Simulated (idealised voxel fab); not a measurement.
process module | voxel air gaps
cross-section cut | 240 nm wide | cells 5 nm
A cross-section is a grid of square cells, given in bands from the top down. A band is one or more rows of cells.
Each band's line starts with the height of the band's top and of its bottom, in nm. Then come its materials from left to right, each with its width in nm. One material with "throughout" fills the band from edge to edge. "air" is empty space.
Height 0 is the level under which the wafer as received is all one material. The lowest band goes on downwards, as in "0 down".
A width such as "30 to 40" changes by the same amount from each row of cells to the next, from the band's top row to its bottom row.
"no change" after a step means that no cell of the cross-section changed.
closed voids: empty space of 8 cells or more with no open way to the top, each as width x height at its distance from the left edge, in nm
after a step's settings: what the simulator itself notes on the step
overlay nm, on a step with a mask: how far to the right of its planned place the mask lay; to the left if negative
plan
1 op RECEIVE | material Si
2 op CONFORMAL_DEP | material SiO2 | thk nm 15
3 op CONFORMAL_DEP | material SiCN | thk nm 5
4 op DIRECTIONAL_DEP | material SiO2 | thk nm 40
5 op DIRECTIONAL_DEP | material aC | thk nm 10
6 op PATTERN | tone open | mask id LINES | material resist | width nm 25 | pitch nm 50 | thk nm 30 | overlay nm 0
7 op DIRECTIONAL_ETCH | etch materials aC | depth nm 10
8 op STRIP | etch materials resist
9 op DIRECTIONAL_ETCH | etch materials SiO2 | depth nm 40
10 op STRIP | etch materials aC
11 op CONFORMAL_DEP | material TiN | thk nm 5
12 op FILL_DEP | material Ru | thk nm 5
13 op CMP | height nm 60
14 op EPI | material Ru | thk nm 10
15 op SELECTIVE_ETCH | etch materials SiO2 | depth nm 50
16 op CONFORMAL_DEP | material SiCN | thk nm 5
varied across the wafers: thk nm of step 16. The plan shows the first wafer's value. All wafers start alike
first wafer as received, after step 1
  0 down: Si throughout
  closed voids: none
each wafer at the end: cells of each material gained (+) or lost (-) since it was received, then its closed voids
thk nm 5 | +117 Ru | +172 SiCN | +144 SiO2 | +57 TiN | closed voids: 15 x 30 at 85; 15 x 30 at 135
thk nm 10 | +117 Ru | +248 SiCN | +144 SiO2 | +57 TiN | closed voids: 15 x 30 at 85; 15 x 30 at 135
thk nm 15 | +117 Ru | +324 SiCN | +144 SiO2 | +57 TiN | closed voids: 15 x 30 at 85; 15 x 30 at 135
thk nm 20 | +117 Ru | +400 SiCN | +144 SiO2 | +57 TiN | closed voids: 15 x 30 at 85; 15 x 30 at 135
